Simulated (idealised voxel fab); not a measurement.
Herein follows the process module entitled voxel gate over fins.
Displayed cross-section: cut, width of 210 nm, square cells sized 5 nm.
Square cells in a grid make up a cross-section in this document, and the grid is given as bands, listed from the top down, each one or more rows of cells. In this notation a band is specified by the heights of its top and bottom, in that order and in nm, after which its materials appear from left to right, each paired with its width in nm. The word "throughout" attached to a single material means that material fills the band from edge to edge; the word "empty" stands for empty space. Heights from 0 (as-received wafer is one material below). Bottom band endless downward, as "z 0 and below". It should be noted that a width expressed as "30..40" varies in equal increments from row to row of cells within the band, taking the value of the first number at the top row and that of the second number at the bottom row. What does "left unchanged" mean for a step? It means no cell of the cross-section changed in that step. The label "Closed void catalog" introduces a list of the empty spaces, 8 cells or larger, that have no open way up to the top; each entry in it reads width x height at distance, where the distance is taken from the left edge and all three are stated in nm. Text after the settings on a step's line: the simulator's own remark on that step. "overlay nm" denotes, for a step that has a mask, the displacement of the mask to the right of its planned place, with negative values corresponding to the left.
So here's the lineup of process steps we planned
1) RECEIVE [material Si]
2) CONFORMAL_DEP [material SiN] [thk nm 10]
3) DIRECTIONAL_DEP [material aC] [thk nm 15]
4) PATTERN [tone cover] [mask id FINS] [material resist] [width nm 15] [pitch nm 45] [thk nm 35] [overlay nm 0]
5) DIRECTIONAL_ETCH [etch materials aC] [depth nm 15]
6) STRIP [etch materials resist]
7) DIRECTIONAL_ETCH [etch materials SiN] [depth nm 10]
8) DIRECTIONAL_ETCH [etch materials Si] [depth nm 35]
9) STRIP [etch materials aC]
10) FILL_DEP [material SiO2] [thk nm 15]
11) CMP [height nm 10]
12) SELECTIVE_ETCH [etch materials SiO2] [depth nm 25]
13) STRIP [etch materials SiN]
14) CONFORMAL_DEP [material HfO2] [thk nm 5]
15) CONFORMAL_DEP [material TiN] [thk nm 5]
16) CONFORMAL_DEP [material TiAl] [thk nm 5]
17) CONFORMAL_DEP [material TiN] [thk nm 5]
18) FILL_DEP [material W] [thk nm 10]
19) CMP [height nm 25]
20) CONFORMAL_DEP [material SiCN] [thk nm 5]
This is the cross-section of the wafer as we received it, i.e. after step 1
	z 0 and below  Si throughout
	Closed void catalog: none
As-planned run: cross-section of the first of two wafers at end of module
	z 30 to 25  SiCN throughout
	z 25 to 20  W throughout
	z 20 to 15  W 30 nm | TiN 145 nm | W 35 nm
	z 15 to 10  W 30 nm | TiN 5 nm | TiAl 135 nm | TiN 5 nm | W 35 nm
	z 10 to 5  W 30 nm | TiN 5 nm | TiAl 5 nm | TiN 35 nm | TiAl 10 nm | TiN 35 nm | TiAl 10 nm | TiN 35 nm | TiAl 5 nm | TiN 5 nm | W 35 nm
	z 5 to 0  TiN 35 nm | TiAl 5 nm | TiN 5 nm | HfO2 25 nm | TiN 5 nm | TiAl 10 nm | TiN 5 nm | HfO2 25 nm | TiN 5 nm | TiAl 10 nm | TiN 5 nm | HfO2 25 nm | TiN 5 nm | TiAl 5 nm | TiN 40 nm
	z 0 to -5  TiAl 40 nm | TiN 5 nm | HfO2 5 nm | Si 15 nm | HfO2 5 nm | TiN 5 nm | TiAl 10 nm | TiN 5 nm | HfO2 5 nm | Si 15 nm | HfO2 5 nm | TiN 5 nm | TiAl 10 nm | TiN 5 nm | HfO2 5 nm | Si 15 nm | HfO2 5 nm | TiN 5 nm | TiAl 45 nm
	z -5 to -10  TiN 45 nm | HfO2 5 nm | Si 15 nm | HfO2 5 nm | TiN 20 nm | HfO2 5 nm | Si 15 nm | HfO2 5 nm | TiN 20 nm | HfO2 5 nm | Si 15 nm | HfO2 5 nm | TiN 50 nm
	z -10 to -15  HfO2 50 nm | Si 15 nm | HfO2 30 nm | Si 15 nm | HfO2 30 nm | Si 15 nm | HfO2 55 nm
	z -15 to -35  SiO2 50 nm | Si 15 nm | SiO2 30 nm | Si 15 nm | SiO2 30 nm | Si 15 nm | SiO2 55 nm
	z -35 and below  Si throughout
	Closed void catalog: none
Second wafer through the module, sectioned at the end: same beginning and same plan as the first wafer, with one mistake in carrying it out
	z 30 to 25  SiCN throughout
	z 25 to 15  W throughout
	z 15 to 5  W 35 nm | TiN 135 nm | W 40 nm
	z 5 to 0  W 35 nm | TiN 10 nm | HfO2 25 nm | TiN 20 nm | HfO2 25 nm | TiN 20 nm | HfO2 25 nm | TiN 10 nm | W 40 nm
	z 0 to -10  TiN 45 nm | HfO2 5 nm | Si 15 nm | HfO2 5 nm | TiN 20 nm | HfO2 5 nm | Si 15 nm | HfO2 5 nm | TiN 20 nm | HfO2 5 nm | Si 15 nm | HfO2 5 nm | TiN 50 nm
	z -10 to -15  HfO2 50 nm | Si 15 nm | HfO2 30 nm | Si 15 nm | HfO2 30 nm | Si 15 nm | HfO2 55 nm
	z -15 to -35  SiO2 50 nm | Si 15 nm | SiO2 30 nm | Si 15 nm | SiO2 30 nm | Si 15 nm | SiO2 55 nm
	z -35 and below  Si throughout
	Closed void catalog: none
Deviation from plan: not run: step 16 of the plan (skipped)
Materials where the second wafer ends with more or fewer cells than the first: -60 TiAl; +12 TiN; +48 W
